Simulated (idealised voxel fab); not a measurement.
Proc. module: voxel local oxidation
Cross-section cut spans 165 nm and uses square cells 5 nm in size.
Reading order for cross-sections: top band down to bottom band. Underlying form: a grid of square cells. Band size: one or more rows of cells.
The entry gives the band's vertical extent as a top height and a bottom height in nm, then its horizontal make-up as materials from left to right, each with a width in nm. "air" stands for empty space; a single material marked "full width" fills the band edge to edge.
Measure heights from 0. That's the level where, below it, the as-received wafer is all one material. The lowest band is bottomless and extends downward; write it as in "0 nm and below".
A width given as "30 to 40" starts at the first number in the band's top row and ends at the second number in its bottom row, shifting by an equal amount at every step from row to row.
"remained unchanged" means the step left every cell of the cross-section as it was.
"Fully enclosed voids": sealed empty spaces, 8 cells or more, no open way to top, listed width x height at distance, with distance from the left edge and width, height and distance in nm.
It should be noted that, on the line of a given step, the content following the step's settings is a remark produced by the simulator itself with respect to that step.
Regarding "overlay nm": on a step with a mask, it is the distance the mask lay to the right of its planned place; a negative value places it to the left.

Below is the list of planned process steps
1) RECEIVE [material Si]
2) OXIDIZE [depth nm 5]
3) CONFORMAL_DEP [material SiN] [thk nm 10]
4) MASKED_ETCH [tone cover] [mask id ACTIVE] [width nm 110] [etch materials SiN] [depth nm 10] [overlay nm 0]
5) SELECTIVE_ETCH [etch materials SiO2] [depth nm 5]
6) OXIDIZE [depth nm 15]
7) STRIP [etch materials SiN]

Cross-sectional view of the wafer in its as-received condition, corresponding to the state after step 1
  0 nm and below: Si full width
  Fully enclosed voids: none

Cross-section, end of module. Start: as above. Plan: as above. Execution: one mistake
  0 nm to -5 nm: 20 air; 100 SiO2; 45 air
  -5 nm to -20 nm: 35 SiO2; 70 Si; 60 SiO2
  -20 nm and below: Si full width
  Fully enclosed voids: none
It is concluded that the wafer was processed incorrectly with respect to the plan, in that step 4 did not use the planned setting and instead ran as MASKED_ETCH [tone cover] [mask id ACTIVE] [width nm 110] [etch materials SiN] [depth nm 10] [overlay nm -10]
